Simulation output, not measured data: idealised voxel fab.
You're looking at the process module voxel quadruple lines.
Section shown: cut. Width: 295 nm. Cell size: 5 nm, square.
A cross-section is written here as square cells arranged in a grid, and it is given in bands from the top down, each band taking up one or more rows of cells. Top height, bottom height, nm. Materials left to right, width each, nm. Single material + "everywhere" = fills band edge to edge. "air" = empty. It should be noted that heights are counted from 0, beneath which the wafer as supplied is of one material throughout, and that the lowest band possesses no lower boundary but continues downward, as written in "0 and below". So if you see something like "30 to 40" for the width, read it as the top row of the band sitting at the first number and the bottom row at the second, with every row in between moving by the same amount as the last. Take "identical to before" at face value: in the step it is given for, the cross-section changed in none of its cells. Voids not open to the top, 8 cells minimum: see "Encapsulated voids". Written width x height at distance; distance is from the left edge; nm. Heads up: the bit after the settings on a step's line is the simulator's remark on that step. The line of a step may include "overlay nm". On a step with a mask, this value is how far to the right of its planned place the mask lay. A negative value means the mask lay to the left.
Process steps - plan
- 1: RECEIVE, material Si
- 2: CONFORMAL_DEP, material Al2O3, thk nm 5
- 3: DIRECTIONAL_DEP, material TiN, thk nm 15
- 4: DIRECTIONAL_DEP, material polySi, thk nm 20
- 5: DIRECTIONAL_DEP, material aC, thk nm 20
- 6: PATTERN, tone cover, mask id MANDREL, material resist, width nm 20, thk nm 30, overlay nm 0
- 7: DIRECTIONAL_ETCH, etch materials aC, depth nm 20
- 8: STRIP, etch materials resist
- 9: CONFORMAL_DEP, material SiO2, thk nm 10
- 10: DIRECTIONAL_ETCH, etch materials SiO2, depth nm 10
- 11: STRIP, etch materials aC
- 12: DIRECTIONAL_ETCH, etch materials polySi, depth nm 20
- 13: STRIP, etch materials SiO2
- 14: CONFORMAL_DEP, material SiCN, thk nm 5
- 15: DIRECTIONAL_ETCH, etch materials SiCN, depth nm 5
- 16: STRIP, etch materials polySi
- 17: DIRECTIONAL_ETCH, etch materials TiN, depth nm 15
- 18: STRIP, etch materials SiCN
The first wafer of two, processed as planned
Wafer as received: cross-section following step 1
0 and below  Si everywhere
Encapsulated voids: none
Cross-section of the wafer subsequent to step 2
5 down to 0  Al2O3 everywhere
Whatever lies below 0 is exactly as it was before.
Cross-section of the wafer subsequent to step 3
20 down to 5  TiN everywhere
Whatever lies below 5 is exactly as it was before.
Cross-section of the wafer subsequent to step 4
40 down to 20  polySi everywhere
Whatever lies below 20 is exactly as it was before.
Cross-section of the wafer subsequent to step 5
60 down to 40  aC everywhere
Whatever lies below 40 is exactly as it was before.
Cross-section of the wafer subsequent to step 6
90 down to 60  air: 135; resist: 20; air: 140
Whatever lies below 60 is exactly as it was before.
Cross-section of the wafer subsequent to step 7
70 down to 60  air: 135; resist: 20; air: 140
60 down to 40  air: 135; aC: 20; air: 140
Whatever lies below 40 is exactly as it was before.
Cross-section of the wafer subsequent to step 8
60 down to 40  air: 135; aC: 20; air: 140
Whatever lies below 40 is exactly as it was before.
Cross-section of the wafer subsequent to step 9
70 down to 60  air: 125; SiO2: 40; air: 130
60 down to 50  air: 125; SiO2: 10; aC: 20; SiO2: 10; air: 130
50 down to 40  SiO2: 135; aC: 20; SiO2: 140
Whatever lies below 40 is exactly as it was before.
Cross-section of the wafer subsequent to step 10
60 down to 40  air: 125; SiO2: 10; aC: 20; SiO2: 10; air: 130
Whatever lies below 40 is exactly as it was before.
Cross-section of the wafer subsequent to step 11
60 down to 40  air: 125; SiO2: 10; air: 20; SiO2: 10; air: 130
Whatever lies below 40 is exactly as it was before.
Cross-section of the wafer subsequent to step 12
60 down to 40  air: 125; SiO2: 10; air: 20; SiO2: 10; air: 130
40 down to 20  air: 125; polySi: 10; air: 20; polySi: 10; air: 130
Whatever lies below 20 is exactly as it was before.
Cross-section of the wafer subsequent to step 13
40 down to 20  air: 125; polySi: 10; air: 20; polySi: 10; air: 130
Whatever lies below 20 is exactly as it was before.
Cross-section of the wafer subsequent to step 14
45 down to 40  air: 120; SiCN: 20; air: 10; SiCN: 20; air: 125
40 down to 25  air: 120; SiCN: 5; polySi: 10; SiCN: 5; air: 10; SiCN: 5; polySi: 10; SiCN: 5; air: 125
25 down to 20  SiCN: 125; polySi: 10; SiCN: 20; polySi: 10; SiCN: 130
Whatever lies below 20 is exactly as it was before.
Cross-section of the wafer subsequent to step 15
40 down to 20  air: 120; SiCN: 5; polySi: 10; SiCN: 5; air: 10; SiCN: 5; polySi: 10; SiCN: 5; air: 125
Whatever lies below 20 is exactly as it was before.
Cross-section of the wafer subsequent to step 16
40 down to 20  air: 120; SiCN: 5; air: 10; SiCN: 5; air: 10; SiCN: 5; air: 10; SiCN: 5; air: 125
Whatever lies below 20 is exactly as it was before.
Cross-section of the wafer subsequent to step 17
40 down to 20  air: 120; SiCN: 5; air: 10; SiCN: 5; air: 10; SiCN: 5; air: 10; SiCN: 5; air: 125
20 down to 5  air: 120; TiN: 5; air: 10; TiN: 5; air: 10; TiN: 5; air: 10; TiN: 5; air: 125
Whatever lies below 5 is exactly as it was before.
Cross-section of the wafer subsequent to step 18
20 down to 5  air: 120; TiN: 5; air: 10; TiN: 5; air: 10; TiN: 5; air: 10; TiN: 5; air: 125
Whatever lies below 5 is exactly as it was before.
It is to be noted that the second wafer proceeded from the same initial state and according to the same plan as the first, although one mistake was committed in its execution; through step 2, inclusive, the two wafers share an identical history
Cross-sectional representation of the second wafer at the time designated in the plan for the completion of step 3
20 down to 0  Al2O3 everywhere
Whatever lies below 0 is exactly as it was before.
Cross-sectional representation of the second wafer at the time designated in the plan for the completion of step 4
40 down to 20  polySi everywhere
Whatever lies below 20 is exactly as it was before.
Cross-sectional representation of the second wafer at the time designated in the plan for the completion of step 5
60 down to 40  aC everywhere
Whatever lies below 40 is exactly as it was before.
Cross-sectional representation of the second wafer at the time designated in the plan for the completion of step 6
90 down to 60  air: 135; resist: 20; air: 140
Whatever lies below 60 is exactly as it was before.
Cross-sectional representation of the second wafer at the time designated in the plan for the completion of step 7
70 down to 60  air: 135; resist: 20; air: 140
60 down to 40  air: 135; aC: 20; air: 140
Whatever lies below 40 is exactly as it was before.
Cross-sectional representation of the second wafer at the time designated in the plan for the completion of step 8
60 down to 40  air: 135; aC: 20; air: 140
Whatever lies below 40 is exactly as it was before.
Cross-sectional representation of the second wafer at the time designated in the plan for the completion of step 9
70 down to 60  air: 125; SiO2: 40; air: 130
60 down to 50  air: 125; SiO2: 10; aC: 20; SiO2: 10; air: 130
50 down to 40  SiO2: 135; aC: 20; SiO2: 140
Whatever lies below 40 is exactly as it was before.
Cross-sectional representation of the second wafer at the time designated in the plan for the completion of step 10
60 down to 40  air: 125; SiO2: 10; aC: 20; SiO2: 10; air: 130
Whatever lies below 40 is exactly as it was before.
Cross-sectional representation of the second wafer at the time designated in the plan for the completion of step 11
60 down to 40  air: 125; SiO2: 10; air: 20; SiO2: 10; air: 130
Whatever lies below 40 is exactly as it was before.
Cross-sectional representation of the second wafer at the time designated in the plan for the completion of step 12
60 down to 40  air: 125; SiO2: 10; air: 20; SiO2: 10; air: 130
40 down to 20  air: 125; polySi: 10; air: 20; polySi: 10; air: 130
Whatever lies below 20 is exactly as it was before.
Cross-sectional representation of the second wafer at the time designated in the plan for the completion of step 13
40 down to 20  air: 125; polySi: 10; air: 20; polySi: 10; air: 130
Whatever lies below 20 is exactly as it was before.
Cross-sectional representation of the second wafer at the time designated in the plan for the completion of step 14
45 down to 40  air: 120; SiCN: 20; air: 10; SiCN: 20; air: 125
40 down to 25  air: 120; SiCN: 5; polySi: 10; SiCN: 5; air: 10; SiCN: 5; polySi: 10; SiCN: 5; air: 125
25 down to 20  SiCN: 125; polySi: 10; SiCN: 20; polySi: 10; SiCN: 130
Whatever lies below 20 is exactly as it was before.
Cross-sectional representation of the second wafer at the time designated in the plan for the completion of step 15
40 down to 20  air: 120; SiCN: 5; polySi: 10; SiCN: 5; air: 10; SiCN: 5; polySi: 10; SiCN: 5; air: 125
Whatever lies below 20 is exactly as it was before.
Cross-sectional representation of the second wafer at the time designated in the plan for the completion of step 16
40 down to 20  air: 120; SiCN: 5; air: 10; SiCN: 5; air: 10; SiCN: 5; air: 10; SiCN: 5; air: 125
Whatever lies below 20 is exactly as it was before.
Cross-sectional representation of the second wafer at the time designated in the plan for the completion of step 17: identical to before
Cross-sectional representation of the second wafer at the time designated in the plan for the completion of step 18
20 down to 0  Al2O3 everywhere
Whatever lies below 0 is exactly as it was before.
what went wrong: step 3 ran differently from the plan; actual operation with settings: DIRECTIONAL_DEP, material Al2O3, thk nm 15
It is noted that, at the conclusion of processing, the second wafer exhibits a higher or lower cell count for certain materials relative to the first: 177 more of Al2O3 | 12 fewer of TiN
